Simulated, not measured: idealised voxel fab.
You're looking at the process module voxel self aligned vias.
Shown is cross-section cut, with a width of 220 nm and square cells of size 5 nm.
Each cross-section below is a grid of square cells, stated as bands in top-down order, with one or more rows of cells making up each band. A band entry consists of two parts. The first gives the height of the band's top and the height of its bottom, in nm. The rest lists the band's materials from left to right, each with its width in nm. A single material labelled with the word "throughout" fills the band from edge to edge, and the word "empty" marks empty space. Height reference: 0 = level under which incoming wafer is all one material. Lowest band: no bottom, runs on downward, e.g. "top 0, no bottom". Width spec "30..40" -> top row of cells at first value, bottom row at second value, equal per-row change in between. "nothing got changed", as given for a step, is the statement that not any cell of the cross-section underwent a change during that step. The list in "Closed void listing" covers empty spaces of 8 cells or more that cannot reach the top through any open way, and it gives each as width x height at distance; the distance is from the left edge, and width, height and distance are in nm. It should be noted that, on the line of a given step, the content following the step's settings is a remark produced by the simulator itself with respect to that step. The "overlay nm" setting may appear on a step's line; for a step that uses a mask, it gives how far to the right of its planned position the mask lay, and a negative value indicates the left.

PROCESS STEPS (PLANNED)
1) RECEIVE,material Si
2) CONFORMAL_DEP,material SiO2,thk nm 15
3) CONFORMAL_DEP,material SiCN,thk nm 5
4) DIRECTIONAL_DEP,material SiO2,thk nm 30
5) PATTERN,tone open,mask id LINES,material resist,width nm 20,pitch nm 50,thk nm 15,overlay nm 0
6) DIRECTIONAL_ETCH,etch materials SiO2,depth nm 30
7) STRIP,etch materials resist
8) CONFORMAL_DEP,material TiN,thk nm 5
9) FILL_DEP,material Ru,thk nm 5
10) CMP,height nm 50
11) SELECTIVE_ETCH,etch materials W Ru TiN,depth nm 10
12) FILL_DEP,material SiN,thk nm 10
13) CMP,height nm 50
14) DIRECTIONAL_DEP,material SiO2,thk nm 20
15) DIRECTIONAL_DEP,material aC,thk nm 10
16) PATTERN,tone open,mask id VIAS,material resist,width nm 20,thk nm 30,overlay nm 0
17) DIRECTIONAL_ETCH,etch materials aC,depth nm 10
18) STRIP,etch materials resist
19) DIRECTIONAL_ETCH,etch materials SiO2,depth nm 20
20) DIRECTIONAL_ETCH,etch materials SiN,depth nm 10
21) STRIP,etch materials aC
22) CONFORMAL_DEP,material TiN,thk nm 5
23) FILL_DEP,material Ru,thk nm 5
24) CMP,height nm 70
25) CONFORMAL_DEP,material SiCN,thk nm 5
varied across the wafers: width nm of step 16. The plan shows the first wafer's value. All wafers start alike

THE FIRST OF SEVERAL WAFERS AS RECEIVED, SHOWN IN CROSS-SECTION; THIS IS ITS STATE AFTER STEP 1
	top 0, no bottom = Si throughout
	Closed void listing: none

CROSS-SECTION OF THE FIRST OF SEVERAL WAFERS ONCE THE MODULE HAS RUN THROUGH ITS LAST STEP, STEP 25
	top 75, bottom 70 = SiCN throughout
	top 70, bottom 50 = SiO2 (75), TiN (5), Ru (10), TiN (5), SiO2 (125)
	top 50, bottom 45 = SiO2 (75), TiN (5), Ru (10), TiN (5), SiO2 (30), SiN (20), SiO2 (75)
	top 45, bottom 40 = SiO2 (75), TiN (20), SiO2 (30), SiN (20), SiO2 (75)
	top 40, bottom 25 = SiO2 (75), TiN (5), Ru (10), TiN (5), SiO2 (30), TiN (5), Ru (10), TiN (5), SiO2 (75)
	top 25, bottom 20 = SiO2 (75), TiN (20), SiO2 (30), TiN (20), SiO2 (75)
	top 20, bottom 15 = SiCN throughout
	top 15, bottom 0 = SiO2 throughout
	top 0, no bottom = Si throughout
	Closed void listing: none

MODULE END, FINAL WAFER: CROSS-SECTION
	top 75, bottom 70 = SiCN throughout
	top 70, bottom 55 = SiO2 (65), TiN (5), Ru (35), TiN (5), SiO2 (110)
	top 55, bottom 50 = SiO2 (65), TiN (15), Ru (10), TiN (20), SiO2 (110)
	top 50, bottom 45 = SiO2 (75), TiN (5), Ru (10), TiN (5), SiO2 (30), SiN (20), SiO2 (75)
	top 45, bottom 40 = SiO2 (75), TiN (20), SiO2 (30), SiN (20), SiO2 (75)
	top 40, bottom 25 = SiO2 (75), TiN (5), Ru (10), TiN (5), SiO2 (30), TiN (5), Ru (10), TiN (5), SiO2 (75)
	top 25, bottom 20 = SiO2 (75), TiN (20), SiO2 (30), TiN (20), SiO2 (75)
	top 20, bottom 15 = SiCN throughout
	top 15, bottom 0 = SiO2 throughout
	top 0, no bottom = Si throughout
	Closed void listing: none

TABULATED BELOW, WAFER BY WAFER, ARE THE END-OF-MODULE RESULTS: FOR EACH MATERIAL, THE NUMBER OF CELLS GAINED (+) OR LOST (-) RELATIVE TO THE AS-RECEIVED STATE, FOLLOWED BY THE CLOSED VOIDS
width nm 20 | +22 Ru | +88 SiCN | +8 SiN | +508 SiO2 | +34 TiN | Closed void listing: none
width nm 25 | +25 Ru | +88 SiCN | +8 SiN | +504 SiO2 | +35 TiN | Closed void listing: none
width nm 30 | +28 Ru | +88 SiCN | +8 SiN | +500 SiO2 | +36 TiN | Closed void listing: none
width nm 35 | +31 Ru | +88 SiCN | +8 SiN | +496 SiO2 | +37 TiN | Closed void listing: none
width nm 40 | +34 Ru | +88 SiCN | +8 SiN | +492 SiO2 | +38 TiN | Closed void listing: none
width nm 45 | +37 Ru | +88 SiCN | +8 SiN | +488 SiO2 | +39 TiN | Closed void listing: none
